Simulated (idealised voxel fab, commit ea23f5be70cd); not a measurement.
process module | voxel wiring stack
Square cell edge 5 nm, section width 245 nm, ID cut.
Throughout this document, each cross-section is represented as a grid of square cells and is presented as a sequence of bands enumerated from the top downward, where a band comprises one or more rows of cells. Heads up on the band format: heights come first, top then bottom, in nm. After that it's the materials left to right, each with its width in nm. A single material flagged "full width" fills the whole band edge to edge, and "empty" means there's empty space there. Counting heights begins at 0, where everything beneath is, in the wafer as received, one material. The lowest band has no bottom; it goes on downwards, as "0 down" shows. Width spec "30 to 40" -> top row of cells at first value, bottom row at second value, equal per-row change in between. Given "nothing different" for a step, no cell of the cross-section differs between before and after that step. Empty spaces without an open route to the top, at least 8 cells in extent, make up the entry "Trapped cavities"; each is given as width x height at distance, where the distance is measured from the left edge, and all are in nm. On a step's line, text after the settings is the simulator commenting on that step. overlay nm: where the mask lay relative to plan, measured to the right, on steps with a mask; negatives go left.
Process steps (planned):
step 1: RECEIVE: material Si
step 2: CONFORMAL_DEP: material SiO2, thk nm 10
step 3: CONFORMAL_DEP: material SiCN, thk nm 5
step 4: DIRECTIONAL_DEP: material SiO2, thk nm 20
step 5: MASKED_ETCH: tone open, mask id METAL_1, width nm 30, pitch nm 60, etch materials SiO2, depth nm 20, overlay nm 0
step 6: MASKED_ETCH: tone open, mask id METAL_1, width nm 30, pitch nm 60, etch materials SiCN, depth nm 5, overlay nm -15
step 7: CONFORMAL_DEP: material TiN, thk nm 5
step 8: FILL_DEP: material W, thk nm 10
step 9: CMP: height nm 35
step 10: CONFORMAL_DEP: material SiCN, thk nm 5
step 11: DIRECTIONAL_DEP: material lowk, thk nm 20
step 12: PATTERN: tone open, mask id PLUG_1, material resist, width nm 15, pitch nm 60, thk nm 15, overlay nm 0
step 13: DIRECTIONAL_ETCH: etch materials lowk, depth nm 20
step 14: DIRECTIONAL_ETCH: etch materials SiCN, depth nm 5
step 15: STRIP: etch materials resist
step 16: EPI: material Ru, thk nm 10
step 17: EPI: material Ru, thk nm 10
step 18: EPI: material Ru, thk nm 5
step 19: DIRECTIONAL_DEP: material TiN, thk nm 5
step 20: DIRECTIONAL_DEP: material Ru, thk nm 25
step 21: PATTERN: tone cover, mask id METAL_2, material resist, width nm 30, pitch nm 60, thk nm 15, overlay nm 0
step 22: DIRECTIONAL_ETCH: etch materials Ru, depth nm 25
step 23: DIRECTIONAL_ETCH: etch materials TiN, depth nm 5
step 24: STRIP: etch materials resist
step 25: FILL_DEP: material lowk, thk nm 10
step 26: CMP: height nm 90
step 27: CONFORMAL_DEP: material SiCN, thk nm 5
step 28: DIRECTIONAL_DEP: material SiO2, thk nm 30
step 29: PATTERN: tone open, mask id METAL_3, material resist, width nm 30, pitch nm 60, thk nm 20, overlay nm 0
step 30: DIRECTIONAL_ETCH: etch materials SiO2, depth nm 20
step 31: STRIP: etch materials resist
step 32: PATTERN: tone open, mask id METAL_3_HOLES, material resist, width nm 15, pitch nm 60, thk nm 15, overlay nm 0
step 33: DIRECTIONAL_ETCH: etch materials SiO2, depth nm 10
step 34: DIRECTIONAL_ETCH: etch materials SiCN, depth nm 5
step 35: STRIP: etch materials resist
step 36: CONFORMAL_DEP: material TiN, thk nm 5
step 37: FILL_DEP: material Ru, thk nm 5
step 38: CMP: height nm 125
step 39: CONFORMAL_DEP: material SiCN, thk nm 5
Heads up: all these wafers start the same, and what changes between them is the overlay nm in step 6. The value you see in the plan is just what the first wafer got.
Cross-section of the first of several received wafers, showing its state after step 1:
> 0 down: Si full width
> Trapped cavities: none
Take any row and you have a wafer at the end of the module: how many cells of each material it has gained (+) or lost (-) since it was received, and then its closed voids:
overlay nm -15, +180 Ru, +169 SiCN, +426 SiO2, +114 TiN, +39 W, +346 lowk, Trapped cavities: none
overlay nm -10, +180 Ru, +166 SiCN, +426 SiO2, +114 TiN, +42 W, +346 lowk, Trapped cavities: none
overlay nm -5, +180 Ru, +163 SiCN, +426 SiO2, +114 TiN, +45 W, +346 lowk, Trapped cavities: none
overlay nm 0, +180 Ru, +160 SiCN, +426 SiO2, +114 TiN, +48 W, +346 lowk, Trapped cavities: none
overlay nm 5, +180 Ru, +163 SiCN, +426 SiO2, +114 TiN, +45 W, +346 lowk, Trapped cavities: none
overlay nm 10, +180 Ru, +166 SiCN, +426 SiO2, +114 TiN, +42 W, +346 lowk, Trapped cavities: none
overlay nm 15, +180 Ru, +169 SiCN, +426 SiO2, +114 TiN, +39 W, +346 lowk, Trapped cavities: none
